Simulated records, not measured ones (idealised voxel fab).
Herein follows the process module entitled voxel self aligned contacts.
225 nm wide, 5 nm square cells: that's cross-section cut.
If you're reading a cross-section in this doc, picture square cells in a grid; it comes to you as bands, top ones listed first down to the bottom, and a band can be one or more rows of cells. What a band's entry tells you: where the top is and where the bottom is, as heights in nm, and after that what lies inside, material by material from left to right, each with its width in nm. Empty space is written as the word "empty", and a single material marked with the word "full width" occupies the band from edge to edge. The level at which height equals 0 is the one under which the wafer, as it arrives, is entirely one material. No lower edge exists for the bottom band, which continues downward and is notated as in "from 0 down". When a width is written as two numbers, as in "30->40", the first number is the width in the top row of cells of the band and the second is the width in its bottom row, and the width changes by the same amount from each row to the next. Given "nothing got changed" for a step, no cell of the cross-section differs between before and after that step. Under "Non-vented voids" you'll find the enclosed gaps, the ones with no way out to the top, that are 8 cells or bigger; each reads width x height at distance, with distance counted from the left edge, everything in nm. Post-settings text on a step line: simulator's own remark regarding the step. On any step carrying a mask, the "overlay nm" setting, if present on the step's line, tells how far right of its planned place the mask lay; negative values point to the left. Pairs from here to the end. Each: cross-section before one process step, cross-section after it, the latter only as far down as the lowest band that changed. Under each: the step between, and its settings. Mind that the pairs may be taken from different runs of this module on the same starting wafer; whether a pair continues from the pair above depends on its entry headed "Pre-step", and it does only where that entry says so.

Pre-step:
* from 0 down | Si full width
* Non-vented voids: none

Post-Process View:
* from 0 to -5 | SiO2 full width
* Below -5, no change.
* Non-vented voids: none
Connecting step for the cross-sections above: OXIDIZE | depth nm 5

Pre-step: after-step cross-section of the pair just above applies.

Post-Process View:
* from 30 to 0 | polySi full width
* Below 0, no change.
* Non-vented voids: none
Connecting step for the cross-sections above: DIRECTIONAL_DEP | material polySi | thk nm 30

Pre-step: after-step cross-section of the pair just above applies.

Post-Process View:
* from 50 to 30 | SiN full width
* Below 30, no change.
* Non-vented voids: none
Connecting step for the cross-sections above: DIRECTIONAL_DEP | material SiN | thk nm 20

Pre-step: after-step cross-section of the pair just above applies.

Post-Process View:
* from 70 to 50 | 25 empty, 35 resist, 35 empty, 35 resist, 35 empty, 35 resist, 25 empty
* Below 50, no change.
* Non-vented voids: none
Connecting step for the cross-sections above: PATTERN | tone cover | mask id GATE | material resist | width nm 35 | pitch nm 70 | thk nm 20 | overlay nm 0

Pre-step: after-step cross-section of the pair just above applies.

Post-Process View:
* from 70 to 50 | 25 empty, 35 resist, 35 empty, 35 resist, 35 empty, 35 resist, 25 empty
* from 50 to 30 | 25 empty, 35 SiN, 35 empty, 35 SiN, 35 empty, 35 SiN, 25 empty
* Below 30, no change.
* Non-vented voids: none
Connecting step for the cross-sections above: DIRECTIONAL_ETCH | etch materials SiN | depth nm 20

Pre-step: after-step cross-section of the pair just above applies.

Post-Process View:
* from 70 to 50 | 25 empty, 35 resist, 35 empty, 35 resist, 35 empty, 35 resist, 25 empty
* from 50 to 30 | 25 empty, 35 SiN, 35 empty, 35 SiN, 35 empty, 35 SiN, 25 empty
* from 30 to 0 | 25 empty, 35 polySi, 35 empty, 35 polySi, 35 empty, 35 polySi, 25 empty
* Below 0, no change.
* Non-vented voids: none
Connecting step for the cross-sections above: DIRECTIONAL_ETCH | etch materials polySi | depth nm 30

Pre-step: after-step cross-section of the pair just above applies.

Post-Process View:
* from 50 to 30 | 25 empty, 35 SiN, 35 empty, 35 SiN, 35 empty, 35 SiN, 25 empty
* Below 30, no change.
* Non-vented voids: none
Connecting step for the cross-sections above: STRIP | etch materials resist

Pre-step: after-step cross-section of the pair just above applies.

Post-Process View:
* from 55 to 30 | 20 empty, 45 SiN, 25 empty, 45 SiN, 25 empty, 45 SiN, 20 empty
* from 30 to 5 | 20 empty, 5 SiN, 35 polySi, 5 SiN, 25 empty, 5 SiN, 35 polySi, 5 SiN, 25 empty, 5 SiN, 35 polySi, 5 SiN, 20 empty
* from 5 to 0 | 25 SiN, 35 polySi, 35 SiN, 35 polySi, 35 SiN, 35 polySi, 25 SiN
* Below 0, no change.
* Non-vented voids: none
Connecting step for the cross-sections above: CONFORMAL_DEP | material SiN | thk nm 5

Pre-step: after-step cross-section of the pair just above applies.

Post-Process View:
* from 50 to 30 | 20 empty, 45 SiN, 25 empty, 45 SiN, 25 empty, 45 SiN, 20 empty
* from 30 to 0 | 20 empty, 5 SiN, 35 polySi, 5 SiN, 25 empty, 5 SiN, 35 polySi, 5 SiN, 25 empty, 5 SiN, 35 polySi, 5 SiN, 20 empty
* Below 0, no change.
* Non-vented voids: none
Connecting step for the cross-sections above: DIRECTIONAL_ETCH | etch materials SiN | depth nm 5

Pre-step: after-step cross-section of the pair just above applies.

Post-Process View:
* from 70 to 50 | SiO2 full width
* from 50 to 30 | 20 SiO2, 45 SiN, 25 SiO2, 45 SiN, 25 SiO2, 45 SiN, 20 SiO2
* from 30 to 0 | 20 SiO2, 5 SiN, 35 polySi, 5 SiN, 25 SiO2, 5 SiN, 35 polySi, 5 SiN, 25 SiO2, 5 SiN, 35 polySi, 5 SiN, 20 SiO2
* Below 0, no change.
* Non-vented voids: none
Connecting step for the cross-sections above: FILL_DEP | material SiO2 | thk nm 20

Pre-step: after-step cross-section of the pair just above applies.

Post-Process View:
* from 60 to 50 | SiO2 full width
* Below 50, no change.
* Non-vented voids: none
Connecting step for the cross-sections above: CMP | height nm 60

Pre-step: after-step cross-section of the pair just above applies.

Post-Process View:
* from 70 to 60 | aC full width
* Below 60, no change.
* Non-vented voids: none
Connecting step for the cross-sections above: DIRECTIONAL_DEP | material aC | thk nm 10

Pre-step: after-step cross-section of the pair just above applies.

Post-Process View:
* from 95 to 70 | 50 resist, 55 empty, 15 resist, 55 empty, 50 resist
* Below 70, no change.
* Non-vented voids: none
Connecting step for the cross-sections above: PATTERN | tone open | mask id CONTACT | material resist | width nm 55 | pitch nm 70 | thk nm 25 | overlay nm 0

Pre-step: after-step cross-section of the pair just above applies.

Post-Process View:
* from 85 to 70 | 50 resist, 55 empty, 15 resist, 55 empty, 50 resist
* from 70 to 60 | 50 aC, 55 empty, 15 aC, 55 empty, 50 aC
* Below 60, no change.
* Non-vented voids: none
Connecting step for the cross-sections above: DIRECTIONAL_ETCH | etch materials aC | depth nm 10

Pre-step: after-step cross-section of the pair just above applies.

Post-Process View:
* from 70 to 60 | 50 aC, 55 empty, 15 aC, 55 empty, 50 aC
* Below 60, no change.
* Non-vented voids: none
Connecting step for the cross-sections above: STRIP | etch materials resist

Pre-step: after-step cross-section of the pair just above applies.

Post-Process View:
* from 70 to 60 | 50 aC, 55 empty, 15 aC, 55 empty, 50 aC
* from 60 to 50 | 50 SiO2, 55 empty, 15 SiO2, 55 empty, 50 SiO2
* from 50 to 30 | 20 SiO2, 45 SiN, 25 empty, 45 SiN, 25 empty, 45 SiN, 20 SiO2
* from 30 to 0 | 20 SiO2, 5 SiN, 35 polySi, 5 SiN, 25 empty, 5 SiN, 35 polySi, 5 SiN, 25 empty, 5 SiN, 35 polySi, 5 SiN, 20 SiO2
* from 0 to -5 | 65 SiO2, 25 empty, 45 SiO2, 25 empty, 65 SiO2
* Below -5, no change.
* Non-vented voids: none
Connecting step for the cross-sections above: DIRECTIONAL_ETCH | etch materials SiO2 | depth nm 65

Pre-step: after-step cross-section of the pair just above applies.

Post-Process View:
* from 60 to 50 | 50 SiO2, 55 empty, 15 SiO2, 55 empty, 50 SiO2
* Below 50, no change.
* Non-vented voids: none
Connecting step for the cross-sections above: STRIP | etch materials aC

Pre-step: after-step cross-section of the pair just above applies.

Post-Process View:
* from 65 to 60 | 55 TiN, 45 empty, 25 TiN, 45 empty, 55 TiN
* from 60 to 50 | 50 SiO2, 5->20 TiN, 45->15 empty, 5->20 TiN, 15 SiO2, 5->20 TiN, 45->15 empty, 5->20 TiN, 50 SiO2
* from 50 to 30 | 20 SiO2, 45 SiN, 5 TiN, 15 empty, 5 TiN, 45 SiN, 5 TiN, 15 empty, 5 TiN, 45 SiN, 20 SiO2
* from 30 to 0 | 20 SiO2, 5 SiN, 35 polySi, 5 SiN, 5 TiN, 15 empty, 5 TiN, 5 SiN, 35 polySi, 5 SiN, 5 TiN, 15 empty, 5 TiN, 5 SiN, 35 polySi, 5 SiN, 20 SiO2
* from 0 to -5 | 65 SiO2, 25 TiN, 45 SiO2, 25 TiN, 65 SiO2
* Below -5, no change.
* Non-vented voids: none
Connecting step for the cross-sections above: CONFORMAL_DEP | material TiN | thk nm 5

Pre-step: after-step cross-section of the pair just above applies.

Post-Process View:
* from 70 to 65 | W full width
* from 65 to 60 | 55 TiN, 45 W, 25 TiN, 45 W, 55 TiN
* from 60 to 50 | 50 SiO2, 5->20 TiN, 45->15 W, 5->20 TiN, 15 SiO2, 5->20 TiN, 45->15 W, 5->20 TiN, 50 SiO2
* from 50 to 30 | 20 SiO2, 45 SiN, 5 TiN, 15 W, 5 TiN, 45 SiN, 5 TiN, 15 W, 5 TiN, 45 SiN, 20 SiO2
* from 30 to 0 | 20 SiO2, 5 SiN, 35 polySi, 5 SiN, 5 TiN, 15 W, 5 TiN, 5 SiN, 35 polySi, 5 SiN, 5 TiN, 15 W, 5 TiN, 5 SiN, 35 polySi, 5 SiN, 20 SiO2
* Below 0, no change.
* Non-vented voids: none
Connecting step for the cross-sections above: FILL_DEP | material W | thk nm 5

Pre-step: after-step cross-section of the pair just above applies.

Post-Process View:
* from 60 to 50 | 50 SiO2, 5->20 TiN, 45->15 W, 5->20 TiN, 15 SiO2, 5->20 TiN, 45->15 W, 5->20 TiN, 50 SiO2
* Below 50, no change.
* Non-vented voids: none
Connecting step for the cross-sections above: CMP | height nm 60

Pre-step: after-step cross-section of the pair just above applies.

Post-Process View:
* from 65 to 60 | SiN full width
* Below 60, no change.
* Non-vented voids: none
Connecting step for the cross-sections above: CONFORMAL_DEP | material SiN | thk nm 5

Pre-step:
* from 0 down | Si full width
* Non-vented voids: none

Post-Process View:
* from 30 to 0 | polySi full width
* Below 0, no change.
* Non-vented voids: none
Connecting step for the cross-sections above: DIRECTIONAL_DEP | material polySi | thk nm 30

Pre-step: after-step cross-section of the pair just above applies.

Post-Process View:
* from 50 to 30 | SiN full width
* Below 30, no change.
* Non-vented voids: none
Connecting step for the cross-sections above: DIRECTIONAL_DEP | material SiN | thk nm 20

Pre-step: after-step cross-section of the pair just above applies.

Post-Process View:
* from 70 to 50 | 25 empty, 35 resist, 35 empty, 35 resist, 35 empty, 35 resist, 25 empty
* Below 50, no change.
* Non-vented voids: none
Connecting step for the cross-sections above: PATTERN | tone cover | mask id GATE | material resist | width nm 35 | pitch nm 70 | thk nm 20 | overlay nm 0

Pre-step: after-step cross-section of the pair just above applies.

Post-Process View:
* from 70 to 50 | 25 empty, 35 resist, 35 empty, 35 resist, 35 empty, 35 resist, 25 empty
* from 50 to 30 | 25 empty, 35 SiN, 35 empty, 35 SiN, 35 empty, 35 SiN, 25 empty
* Below 30, no change.
* Non-vented voids: none
Connecting step for the cross-sections above: DIRECTIONAL_ETCH | etch materials SiN | depth nm 20

Pre-step: after-step cross-section of the pair just above applies.

Post-Process View:
* from 70 to 50 | 25 empty, 35 resist, 35 empty, 35 resist, 35 empty, 35 resist, 25 empty
* from 50 to 30 | 25 empty, 35 SiN, 35 empty, 35 SiN, 35 empty, 35 SiN, 25 empty
* from 30 to 0 | 25 empty, 35 polySi, 35 empty, 35 polySi, 35 empty, 35 polySi, 25 empty
* Below 0, no change.
* Non-vented voids: none
Connecting step for the cross-sections above: DIRECTIONAL_ETCH | etch materials polySi | depth nm 30

Pre-step: after-step cross-section of the pair just above applies.

Post-Process View:
* from 50 to 30 | 25 empty, 35 SiN, 35 empty, 35 SiN, 35 empty, 35 SiN, 25 empty
* Below 30, no change.
* Non-vented voids: none
Connecting step for the cross-sections above: STRIP | etch materials resist

Pre-step: after-step cross-section of the pair just above applies.

Post-Process View:
* from 55 to 30 | 20 empty, 45 SiN, 25 empty, 45 SiN, 25 empty, 45 SiN, 20 empty
* from 30 to 5 | 20 empty, 5 SiN, 35 polySi, 5 SiN, 25 empty, 5 SiN, 35 polySi, 5 SiN, 25 empty, 5 SiN, 35 polySi, 5 SiN, 20 empty
* from 5 to 0 | 25 SiN, 35 polySi, 35 SiN, 35 polySi, 35 SiN, 35 polySi, 25 SiN
* Below 0, no change.
* Non-vented voids: none
Connecting step for the cross-sections above: CONFORMAL_DEP | material SiN | thk nm 5

Pre-step: after-step cross-section of the pair just above applies.

Post-Process View:
* from 50 to 30 | 20 empty, 45 SiN, 25 empty, 45 SiN, 25 empty, 45 SiN, 20 empty
* from 30 to 0 | 20 empty, 5 SiN, 35 polySi, 5 SiN, 25 empty, 5 SiN, 35 polySi, 5 SiN, 25 empty, 5 SiN, 35 polySi, 5 SiN, 20 empty
* Below 0, no change.
* Non-vented voids: none
Connecting step for the cross-sections above: DIRECTIONAL_ETCH | etch materials SiN | depth nm 5

Pre-step: after-step cross-section of the pair just above applies.

Post-Process View:
* from 70 to 50 | SiO2 full width
* from 50 to 30 | 20 SiO2, 45 SiN, 25 SiO2, 45 SiN, 25 SiO2, 45 SiN, 20 SiO2
* from 30 to 0 | 20 SiO2, 5 SiN, 35 polySi, 5 SiN, 25 SiO2, 5 SiN, 35 polySi, 5 SiN, 25 SiO2, 5 SiN, 35 polySi, 5 SiN, 20 SiO2
* Below 0, no change.
* Non-vented voids: none
Connecting step for the cross-sections above: FILL_DEP | material SiO2 | thk nm 20

Pre-step: after-step cross-section of the pair just above applies.

Post-Process View:
* from 60 to 50 | SiO2 full width
* Below 50, no change.
* Non-vented voids: none
Connecting step for the cross-sections above: CMP | height nm 60

Pre-step: after-step cross-section of the pair just above applies.

Post-Process View:
* from 70 to 60 | aC full width
* Below 60, no change.
* Non-vented voids: none
Connecting step for the cross-sections above: DIRECTIONAL_DEP | material aC | thk nm 10

Pre-step: after-step cross-section of the pair just above applies.

Post-Process View:
* from 95 to 70 | 50 resist, 55 empty, 15 resist, 55 empty, 50 resist
* Below 70, no change.
* Non-vented voids: none
Connecting step for the cross-sections above: PATTERN | tone open | mask id CONTACT | material resist | width nm 55 | pitch nm 70 | thk nm 25 | overlay nm 0

Pre-step: after-step cross-section of the pair just above applies.

Post-Process View:
* from 85 to 70 | 50 resist, 55 empty, 15 resist, 55 empty, 50 resist
* from 70 to 60 | 50 aC, 55 empty, 15 aC, 55 empty, 50 aC
* Below 60, no change.
* Non-vented voids: none
Connecting step for the cross-sections above: DIRECTIONAL_ETCH | etch materials aC | depth nm 10

Pre-step: after-step cross-section of the pair just above applies.

Post-Process View:
* from 70 to 60 | 50 aC, 55 empty, 15 aC, 55 empty, 50 aC
* Below 60, no change.
* Non-vented voids: none
Connecting step for the cross-sections above: STRIP | etch materials resist

Pre-step: after-step cross-section of the pair just above applies.

Post-Process View:
* from 70 to 60 | 50 aC, 55 empty, 15 aC, 55 empty, 50 aC
* from 60 to 50 | 50 SiO2, 55 empty, 15 SiO2, 55 empty, 50 SiO2
* from 50 to 30 | 20 SiO2, 45 SiN, 25 empty, 45 SiN, 25 empty, 45 SiN, 20 SiO2
* from 30 to 0 | 20 SiO2, 5 SiN, 35 polySi, 5 SiN, 25 empty, 5 SiN, 35 polySi, 5 SiN, 25 empty, 5 SiN, 35 polySi, 5 SiN, 20 SiO2
* Below 0, no change.
* Non-vented voids: none
Connecting step for the cross-sections above: DIRECTIONAL_ETCH | etch materials SiO2 | depth nm 65

Pre-step: after-step cross-section of the pair just above applies.

Post-Process View:
* from 60 to 50 | 50 SiO2, 55 empty, 15 SiO2, 55 empty, 50 SiO2
* Below 50, no change.
* Non-vented voids: none
Connecting step for the cross-sections above: STRIP | etch materials aC

Pre-step: after-step cross-section of the pair just above applies.

Post-Process View:
* from 65 to 60 | 55 TiN, 45 empty, 25 TiN, 45 empty, 55 TiN
* from 60 to 50 | 50 SiO2, 5->20 TiN, 45->15 empty, 5->20 TiN, 15 SiO2, 5->20 TiN, 45->15 empty, 5->20 TiN, 50 SiO2
* from 50 to 30 | 20 SiO2, 45 SiN, 5 TiN, 15 empty, 5 TiN, 45 SiN, 5 TiN, 15 empty, 5 TiN, 45 SiN, 20 SiO2
* from 30 to 5 | 20 SiO2, 5 SiN, 35 polySi, 5 SiN, 5 TiN, 15 empty, 5 TiN, 5 SiN, 35 polySi, 5 SiN, 5 TiN, 15 empty, 5 TiN, 5 SiN, 35 polySi, 5 SiN, 20 SiO2
* from 5 to 0 | 20 SiO2, 5 SiN, 35 polySi, 5 SiN, 25 TiN, 5 SiN, 35 polySi, 5 SiN, 25 TiN, 5 SiN, 35 polySi, 5 SiN, 20 SiO2
* Below 0, no change.
* Non-vented voids: none
Connecting step for the cross-sections above: CONFORMAL_DEP | material TiN | thk nm 5

Pre-step: after-step cross-section of the pair just above applies.

Post-Process View:
* from 70 to 65 | W full width
* from 65 to 60 | 55 TiN, 45 W, 25 TiN, 45 W, 55 TiN
* from 60 to 50 | 50 SiO2, 5->20 TiN, 45->15 W, 5->20 TiN, 15 SiO2, 5->20 TiN, 45->15 W, 5->20 TiN, 50 SiO2
* from 50 to 30 | 20 SiO2, 45 SiN, 5 TiN, 15 W, 5 TiN, 45 SiN, 5 TiN, 15 W, 5 TiN, 45 SiN, 20 SiO2
* from 30 to 5 | 20 SiO2, 5 SiN, 35 polySi, 5 SiN, 5 TiN, 15 W, 5 TiN, 5 SiN, 35 polySi, 5 SiN, 5 TiN, 15 W, 5 TiN, 5 SiN, 35 polySi, 5 SiN, 20 SiO2
* Below 5, no change.
* Non-vented voids: none
Connecting step for the cross-sections above: FILL_DEP | material W | thk nm 5

Pre-step: after-step cross-section of the pair just above applies.

Post-Process View:
* from 60 to 50 | 50 SiO2, 5->20 TiN, 45->15 W, 5->20 TiN, 15 SiO2, 5->20 TiN, 45->15 W, 5->20 TiN, 50 SiO2
* Below 50, no change.
* Non-vented voids: none
Connecting step for the cross-sections above: CMP | height nm 60

Pre-step: after-step cross-section of the pair just above applies.

Post-Process View:
* from 65 to 60 | SiN full width
* Below 60, no change.
* Non-vented voids: none
Connecting step for the cross-sections above: CONFORMAL_DEP | material SiN | thk nm 5

Pre-step:
* from 30 to 0 | polySi full width
* from 0 to -5 | SiO2 full width
* from -5 down | Si full width
* Non-vented voids: none

Post-Process View:
* from 60 to 0 | polySi full width
* Below 0, no change.
* Non-vented voids: none
Connecting step for the cross-sections above: DIRECTIONAL_DEP | material polySi | thk nm 30

Pre-step: after-step cross-section of the pair just above applies.

Post-Process View:
* from 80 to 60 | SiN full width
* Below 60, no change.
* Non-vented voids: none
Connecting step for the cross-sections above: DIRECTIONAL_DEP | material SiN | thk nm 20

Pre-step: after-step cross-section of the pair just above applies.

Post-Process View:
* from 100 to 80 | 25 empty, 35 resist, 35 empty, 35 resist, 35 empty, 35 resist, 25 empty
* Below 80, no change.
* Non-vented voids: none
Connecting step for the cross-sections above: PATTERN | tone cover | mask id GATE | material resist | width nm 35 | pitch nm 70 | thk nm 20 | overlay nm 0

Pre-step: after-step cross-section of the pair just above applies.

Post-Process View:
* from 100 to 80 | 25 empty, 35 resist, 35 empty, 35 resist, 35 empty, 35 resist, 25 empty
* from 80 to 60 | 25 empty, 35 SiN, 35 empty, 35 SiN, 35 empty, 35 SiN, 25 empty
* Below 60, no change.
* Non-vented voids: none
Connecting step for the cross-sections above: DIRECTIONAL_ETCH | etch materials SiN | depth nm 20

Pre-step: after-step cross-section of the pair just above applies.

Post-Process View:
* from 100 to 80 | 25 empty, 35 resist, 35 empty, 35 resist, 35 empty, 35 resist, 25 empty
* from 80 to 60 | 25 empty, 35 SiN, 35 empty, 35 SiN, 35 empty, 35 SiN, 25 empty
* from 60 to 30 | 25 empty, 35 polySi, 35 empty, 35 polySi, 35 empty, 35 polySi, 25 empty
* Below 30, no change.
* Non-vented voids: none
Connecting step for the cross-sections above: DIRECTIONAL_ETCH | etch materials polySi | depth nm 30

Pre-step: after-step cross-section of the pair just above applies.

Post-Process View:
* from 80 to 60 | 25 empty, 35 SiN, 35 empty, 35 SiN, 35 empty, 35 SiN, 25 empty
* Below 60, no change.
* Non-vented voids: none
Connecting step for the cross-sections above: STRIP | etch materials resist

Pre-step: after-step cross-section of the pair just above applies.

Post-Process View:
* from 85 to 60 | 20 empty, 45 SiN, 25 empty, 45 SiN, 25 empty, 45 SiN, 20 empty
* from 60 to 35 | 20 empty, 5 SiN, 35 polySi, 5 SiN, 25 empty, 5 SiN, 35 polySi, 5 SiN, 25 empty, 5 SiN, 35 polySi, 5 SiN, 20 empty
* from 35 to 30 | 25 SiN, 35 polySi, 35 SiN, 35 polySi, 35 SiN, 35 polySi, 25 SiN
* Below 30, no change.
* Non-vented voids: none
Connecting step for the cross-sections above: CONFORMAL_DEP | material SiN | thk nm 5

Pre-step: after-step cross-section of the pair just above applies.

Post-Process View:
* from 80 to 60 | 20 empty, 45 SiN, 25 empty, 45 SiN, 25 empty, 45 SiN, 20 empty
* from 60 to 30 | 20 empty, 5 SiN, 35 polySi, 5 SiN, 25 empty, 5 SiN, 35 polySi, 5 SiN, 25 empty, 5 SiN, 35 polySi, 5 SiN, 20 empty
* Below 30, no change.
* Non-vented voids: none
Connecting step for the cross-sections above: DIRECTIONAL_ETCH | etch materials SiN | depth nm 5

Pre-step: after-step cross-section of the pair just above applies.

Post-Process View:
* from 100 to 80 | SiO2 full width
* from 80 to 60 | 20 SiO2, 45 SiN, 25 SiO2, 45 SiN, 25 SiO2, 45 SiN, 20 SiO2
* from 60 to 30 | 20 SiO2, 5 SiN, 35 polySi, 5 SiN, 25 SiO2, 5 SiN, 35 polySi, 5 SiN, 25 SiO2, 5 SiN, 35 polySi, 5 SiN, 20 SiO2
* Below 30, no change.
* Non-vented voids: none
Connecting step for the cross-sections above: FILL_DEP | material SiO2 | thk nm 20

Pre-step: after-step cross-section of the pair just above applies.

Post-Process View:
* from 60 to 30 | 20 SiO2, 5 SiN, 35 polySi, 5 SiN, 25 SiO2, 5 SiN, 35 polySi, 5 SiN, 25 SiO2, 5 SiN, 35 polySi, 5 SiN, 20 SiO2
* Below 30, no change.
* Non-vented voids: none
Connecting step for the cross-sections above: CMP | height nm 60

Pre-step: after-step cross-section of the pair just above applies.

Post-Process View:
* from 70 to 60 | aC full width
* Below 60, no change.
* Non-vented voids: none
Connecting step for the cross-sections above: DIRECTIONAL_DEP | material aC | thk nm 10

Pre-step: after-step cross-section of the pair just above applies.

Post-Process View:
* from 95 to 70 | 50 resist, 55 empty, 15 resist, 55 empty, 50 resist
* Below 70, no change.
* Non-vented voids: none
Connecting step for the cross-sections above: PATTERN | tone open | mask id CONTACT | material resist | width nm 55 | pitch nm 70 | thk nm 25 | overlay nm 0

Pre-step: after-step cross-section of the pair just above applies.

Post-Process View:
* from 85 to 70 | 50 resist, 55 empty, 15 resist, 55 empty, 50 resist
* from 70 to 60 | 50 aC, 55 empty, 15 aC, 55 empty, 50 aC
* Below 60, no change.
* Non-vented voids: none
Connecting step for the cross-sections above: DIRECTIONAL_ETCH | etch materials aC | depth nm 10

Pre-step: after-step cross-section of the pair just above applies.

Post-Process View:
* from 70 to 60 | 50 aC, 55 empty, 15 aC, 55 empty, 50 aC
* Below 60, no change.
* Non-vented voids: none
Connecting step for the cross-sections above: STRIP | etch materials resist

Pre-step: after-step cross-section of the pair just above applies.

Post-Process View:
* from 70 to 60 | 50 aC, 55 empty, 15 aC, 55 empty, 50 aC
* from 60 to 30 | 20 SiO2, 5 SiN, 35 polySi, 5 SiN, 25 empty, 5 SiN, 35 polySi, 5 SiN, 25 empty, 5 SiN, 35 polySi, 5 SiN, 20 SiO2
* Below 30, no change.
* Non-vented voids: none
Connecting step for the cross-sections above: DIRECTIONAL_ETCH | etch materials SiO2 | depth nm 65

Pre-step: after-step cross-section of the pair just above applies.

Post-Process View:
* from 60 to 30 | 20 SiO2, 5 SiN, 35 polySi, 5 SiN, 25 empty, 5 SiN, 35 polySi, 5 SiN, 25 empty, 5 SiN, 35 polySi, 5 SiN, 20 SiO2
* Below 30, no change.
* Non-vented voids: none
Connecting step for the cross-sections above: STRIP | etch materials aC

Pre-step: after-step cross-section of the pair just above applies.

Post-Process View:
* from 65 to 60 | 70 TiN, 15 empty, 55 TiN, 15 empty, 70 TiN
* from 60 to 35 | 20 SiO2, 5 SiN, 35 polySi, 5 SiN, 5 TiN, 15 empty, 5 TiN, 5 SiN, 35 polySi, 5 SiN, 5 TiN, 15 empty, 5 TiN, 5 SiN, 35 polySi, 5 SiN, 20 SiO2
* from 35 to 30 | 20 SiO2, 5 SiN, 35 polySi, 5 SiN, 25 TiN, 5 SiN, 35 polySi, 5 SiN, 25 TiN, 5 SiN, 35 polySi, 5 SiN, 20 SiO2
* Below 30, no change.
* Non-vented voids: none
Connecting step for the cross-sections above: CONFORMAL_DEP | material TiN | thk nm 5

Pre-step: after-step cross-section of the pair just above applies.

Post-Process View:
* from 70 to 65 | W full width
* from 65 to 60 | 70 TiN, 15 W, 55 TiN, 15 W, 70 TiN
* from 60 to 35 | 20 SiO2, 5 SiN, 35 polySi, 5 SiN, 5 TiN, 15 W, 5 TiN, 5 SiN, 35 polySi, 5 SiN, 5 TiN, 15 W, 5 TiN, 5 SiN, 35 polySi, 5 SiN, 20 SiO2
* Below 35, no change.
* Non-vented voids: none
Connecting step for the cross-sections above: FILL_DEP | material W | thk nm 5

Pre-step: after-step cross-section of the pair just above applies.

Post-Process View:
* from 60 to 35 | 20 SiO2, 5 SiN, 35 polySi, 5 SiN, 5 TiN, 15 W, 5 TiN, 5 SiN, 35 polySi, 5 SiN, 5 TiN, 15 W, 5 TiN, 5 SiN, 35 polySi, 5 SiN, 20 SiO2
* Below 35, no change.
* Non-vented voids: none
Connecting step for the cross-sections above: CMP | height nm 60

Pre-step: after-step cross-section of the pair just above applies.

Post-Process View:
* from 65 to 60 | SiN full width
* Below 60, no change.
* Non-vented voids: none
Connecting step for the cross-sections above: CONFORMAL_DEP | material SiN | thk nm 5

Pre-step:
* from 30 to 0 | polySi full width
* from 0 down | Si full width
* Non-vented voids: none

Post-Process View:
* from 30 to 25 | SiO2 full width
* Below 25, no change.
* Non-vented voids: none
Connecting step for the cross-sections above: OXIDIZE | depth nm 5

Pre-step: after-step cross-section of the pair just above applies.

Post-Process View:
* from 50 to 30 | SiN full width
* Below 30, no change.
* Non-vented voids: none
Connecting step for the cross-sections above: DIRECTIONAL_DEP | material SiN | thk nm 20

Pre-step: after-step cross-section of the pair just above applies.

Post-Process View:
* from 70 to 50 | 25 empty, 35 resist, 35 empty, 35 resist, 35 empty, 35 resist, 25 empty
* Below 50, no change.
* Non-vented voids: none
Connecting step for the cross-sections above: PATTERN | tone cover | mask id GATE | material resist | width nm 35 | pitch nm 70 | thk nm 20 | overlay nm 0

Pre-step: after-step cross-section of the pair just above applies.

Post-Process View:
* from 70 to 50 | 25 empty, 35 resist, 35 empty, 35 resist, 35 empty, 35 resist, 25 empty
* from 50 to 30 | 25 empty, 35 SiN, 35 empty, 35 SiN, 35 empty, 35 SiN, 25 empty
* Below 30, no change.
* Non-vented voids: none
Connecting step for the cross-sections above: DIRECTIONAL_ETCH | etch materials SiN | depth nm 20

Pre-step: after-step cross-section of the pair just above applies.

Post-Process View:
* from 50 to 30 | 25 empty, 35 SiN, 35 empty, 35 SiN, 35 empty, 35 SiN, 25 empty
* Below 30, no change.
* Non-vented voids: none
Connecting step for the cross-sections above: STRIP | etch materials resist

Pre-step: after-step cross-section of the pair just above applies.

Post-Process View:
* from 55 to 35 | 20 empty, 45 SiN, 25 empty, 45 SiN, 25 empty, 45 SiN, 20 empty
* from 35 to 30 | SiN full width
* Below 30, no change.
* Non-vented voids: none
Connecting step for the cross-sections above: CONFORMAL_DEP | material SiN | thk nm 5

Pre-step: after-step cross-section of the pair just above applies.

Post-Process View:
* from 50 to 30 | 20 empty, 45 SiN, 25 empty, 45 SiN, 25 empty, 45 SiN, 20 empty
* Below 30, no change.
* Non-vented voids: none
Connecting step for the cross-sections above: DIRECTIONAL_ETCH | etch materials SiN | depth nm 5

Pre-step: after-step cross-section of the pair just above applies.

Post-Process View:
* from 70 to 50 | SiO2 full width
* from 50 to 30 | 20 SiO2, 45 SiN, 25 SiO2, 45 SiN, 25 SiO2, 45 SiN, 20 SiO2
* Below 30, no change.
* Non-vented voids: none
Connecting step for the cross-sections above: FILL_DEP | material SiO2 | thk nm 20

Pre-step: after-step cross-section of the pair just above applies.

Post-Process View:
* from 60 to 50 | SiO2 full width
* Below 50, no change.
* Non-vented voids: none
Connecting step for the cross-sections above: CMP | height nm 60

Pre-step: after-step cross-section of the pair just above applies.

Post-Process View:
* from 70 to 60 | aC full width
* Below 60, no change.
* Non-vented voids: none
Connecting step for the cross-sections above: DIRECTIONAL_DEP | material aC | thk nm 10

Pre-step: after-step cross-section of the pair just above applies.

Post-Process View:
* from 95 to 70 | 50 resist, 55 empty, 15 resist, 55 empty, 50 resist
* Below 70, no change.
* Non-vented voids: none
Connecting step for the cross-sections above: PATTERN | tone open | mask id CONTACT | material resist | width nm 55 | pitch nm 70 | thk nm 25 | overlay nm 0

Pre-step: after-step cross-section of the pair just above applies.

Post-Process View:
* from 85 to 70 | 50 resist, 55 empty, 15 resist, 55 empty, 50 resist
* from 70 to 60 | 50 aC, 55 empty, 15 aC, 55 empty, 50 aC
* Below 60, no change.
* Non-vented voids: none
Connecting step for the cross-sections above: DIRECTIONAL_ETCH | etch materials aC | depth nm 10

Pre-step: after-step cross-section of the pair just above applies.

Post-Process View:
* from 70 to 60 | 50 aC, 55 empty, 15 aC, 55 empty, 50 aC
* Below 60, no change.
* Non-vented voids: none
Connecting step for the cross-sections above: STRIP | etch materials resist

Pre-step: after-step cross-section of the pair just above applies.

Post-Process View:
* from 70 to 60 | 50 aC, 55 empty, 15 aC, 55 empty, 50 aC
* from 60 to 50 | 50 SiO2, 55 empty, 15 SiO2, 55 empty, 50 SiO2
* from 50 to 30 | 20 SiO2, 45 SiN, 25 empty, 45 SiN, 25 empty, 45 SiN, 20 SiO2
* from 30 to 25 | 65 SiO2, 25 empty, 45 SiO2, 25 empty, 65 SiO2
* Below 25, no change.
* Non-vented voids: none
Connecting step for the cross-sections above: DIRECTIONAL_ETCH | etch materials SiO2 | depth nm 65
